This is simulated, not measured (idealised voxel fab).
Proc. module: voxel gate over fins
Shown is cross-section cut, with a width of 175 nm and square cells of size 5 nm.
Cross-section, as written here: a square-cell grid given band by band from the top down, where a band holds one or more rows of cells.
Top height, bottom height, nm. Materials left to right, width each, nm. Single material + "full width" = fills band edge to edge. "air" = empty.
Convention: height 0 is the level below which the wafer, as received, is all one material. The lowest band does not terminate at the bottom but continues downward, represented as "0 and below".
Note: "30->40" means the width goes from the first number (top row of the band) to the second number (bottom row) in equal steps per row of cells.
Reading "no modification" for a step: not a cell of the cross-section changed in it.
What "Sealed-off cavities" gives you is every empty space of 8 cells or more that is cut off from the top. Each appears as width x height at distance, with the distance taken from the left edge and width, height and distance all in nm.
Past the settings on a step's line: simulator remark, on that step.
overlay nm: step with mask; distance mask lay right of planned place; negative value = left of planned place.

Set out below are the planned steps of the process
- 1: RECEIVE | material Si
- 2: CONFORMAL_DEP | material SiN | thk nm 10
- 3: MASKED_ETCH | tone cover | mask id FINS | width nm 15 | pitch nm 35 | etch materials SiN | depth nm 10 | overlay nm 0
- 4: MASKED_ETCH | tone cover | mask id FINS | width nm 15 | pitch nm 35 | etch materials Si | depth nm 40 | overlay nm 0
- 5: FILL_DEP | material SiO2 | thk nm 10
- 6: CMP | height nm 10
- 7: SELECTIVE_ETCH | etch materials SiO2 | depth nm 20
- 8: STRIP | etch materials SiN
- 9: CONFORMAL_DEP | material HfO2 | thk nm 5
- 10: CONFORMAL_DEP | material TiN | thk nm 5
- 11: CONFORMAL_DEP | material TiAl | thk nm 5
- 12: CONFORMAL_DEP | material TiN | thk nm 5
- 13: FILL_DEP | material W | thk nm 10
- 14: CMP | height nm 25
- 15: CONFORMAL_DEP | material SiN | thk nm 10

Delivered wafer in cross-section: state after step 1
* 0 and below = Si full width
* Sealed-off cavities: none

Figure: cross-sectional view of the wafer upon completion of the module, processed from the initial state and according to the plan depicted above, with one error introduced during execution
* 35 down to 25 = SiN full width
* 25 down to 20 = W full width
* 20 down to 15 = 40 of W, 90 of TiN, 45 of W
* 15 down to 10 = 40 of W, 5 of TiN, 80 of TiAl, 5 of TiN, 45 of W
* 10 down to 5 = 45 of TiN, 5 of TiAl, 70 of TiN, 5 of TiAl, 50 of TiN
* 5 down to 0 = 50 of TiAl, 5 of TiN, 25 of HfO2, 10 of TiN, 25 of HfO2, 5 of TiN, 55 of TiAl
* 0 down to -5 = 55 of TiN, 5 of HfO2, 15 of Si, 5 of HfO2, 10 of TiN, 5 of HfO2, 15 of Si, 5 of HfO2, 60 of TiN
* -5 down to -10 = 60 of HfO2, 15 of Si, 20 of HfO2, 15 of Si, 65 of HfO2
* -10 down to -30 = 60 of SiO2, 15 of Si, 20 of SiO2, 15 of Si, 65 of SiO2
* -30 and below = Si full width
* Sealed-off cavities: none
Want to know what went wrong? step 4 went in with a setting other than planned; the actual run was MASKED_ETCH | tone cover | mask id FINS | width nm 15 | pitch nm 35 | etch materials Si | depth nm 30 | overlay nm 0
